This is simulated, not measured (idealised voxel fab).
Documented hereafter: the process module known as voxel fin reveal.
Shown is cross-section cut, with a width of 160 nm and square cells of size 5 nm.
Square cells in a grid make up a cross-section in this document, and the grid is given as bands, listed from the top down, each one or more rows of cells.
Top, bottom (nm), then materials left to right with widths (nm); lone material tagged "full width" fills the whole band edge to edge; "blank" = empty space.
Convention: height 0 is the level below which the wafer, as received, is all one material. The lowest band does not terminate at the bottom but continues downward, represented as "0 and below".
Top row gets the first number, bottom row gets the second, and each row in between changes by the same step: that is how a band width like "30 to 40" works.
"all unchanged" means the step left every cell of the cross-section as it was.
In the "Completely sealed voids" entry, you get each enclosed empty space of 8 cells or more, one with no open way to the top, written width x height at distance, distance from the left edge, in nm.
The remark found on a step's line after its settings is issued by the simulator itself and pertains to that step.
A step's line can hold "overlay nm"; with a mask on that step, the setting says how far right of the planned place the mask lay, while a negative setting says it lay to the left.

# Here's what the planned process steps look like
- 1: RECEIVE,material Si
- 2: CONFORMAL_DEP,material SiN,thk nm 10
- 3: PATTERN,tone cover,mask id FINS,material resist,width nm 15,pitch nm 40,thk nm 20,overlay nm 0
- 4: DIRECTIONAL_ETCH,etch materials SiN,depth nm 10
- 5: DIRECTIONAL_ETCH,etch materials Si,depth nm 30
- 6: STRIP,etch materials resist
- 7: OXIDIZE,depth nm 5
- 8: FILL_DEP,material SiO2,thk nm 5
- 9: CMP,height nm 10
- 10: SELECTIVE_ETCH,etch materials SiO2,depth nm 25
- 11: STRIP,etch materials SiN
- 12: CONFORMAL_DEP,material HfO2,thk nm 5
Across this set of wafers, the varied parameter is the width nm of step 3. Starting conditions are identical for every wafer, and the plan reports the value assigned to the first wafer.

# First wafer of several, as received: cross-section after step 1
- 0 and below  Si full width
- Completely sealed voids: none

# Module finished, last step 12 done: cross-section of the first of several wafers
- 5 down to 0  blank 30 | HfO2 15 | blank 25 | HfO2 15 | blank 25 | HfO2 15 | blank 35
- 0 down to -10  blank 30 | HfO2 5 | Si 5 | HfO2 5 | blank 25 | HfO2 5 | Si 5 | HfO2 5 | blank 25 | HfO2 5 | Si 5 | HfO2 5 | blank 35
- -10 down to -15  HfO2 35 | Si 5 | HfO2 35 | Si 5 | HfO2 35 | Si 5 | HfO2 40
- -15 down to -35  SiO2 35 | Si 5 | SiO2 35 | Si 5 | SiO2 35 | Si 5 | SiO2 40
- -35 and below  Si full width
- Completely sealed voids: none

# Cross-section of the final wafer among several, taken at the end of the module
- 5 down to 0  blank 25 | HfO2 25 | blank 15 | HfO2 25 | blank 15 | HfO2 25 | blank 30
- 0 down to -10  blank 25 | HfO2 5 | Si 15 | HfO2 5 | blank 15 | HfO2 5 | Si 15 | HfO2 5 | blank 15 | HfO2 5 | Si 15 | HfO2 5 | blank 30
- -10 down to -15  HfO2 30 | Si 15 | HfO2 25 | Si 15 | HfO2 25 | Si 15 | HfO2 35
- -15 down to -35  SiO2 30 | Si 15 | SiO2 25 | Si 15 | SiO2 25 | Si 15 | SiO2 35
- -35 and below  Si full width
- Completely sealed voids: none

# Rows = wafers. At module end, each row lists per material the cells gained (+) or lost (-) since the wafer was received, then the closed voids
width nm 15, +50 HfO2, -203 Si, +116 SiO2, Completely sealed voids: none
width nm 20, +50 HfO2, -182 Si, +104 SiO2, Completely sealed voids: none
width nm 25, +50 HfO2, -161 Si, +92 SiO2, Completely sealed voids: none
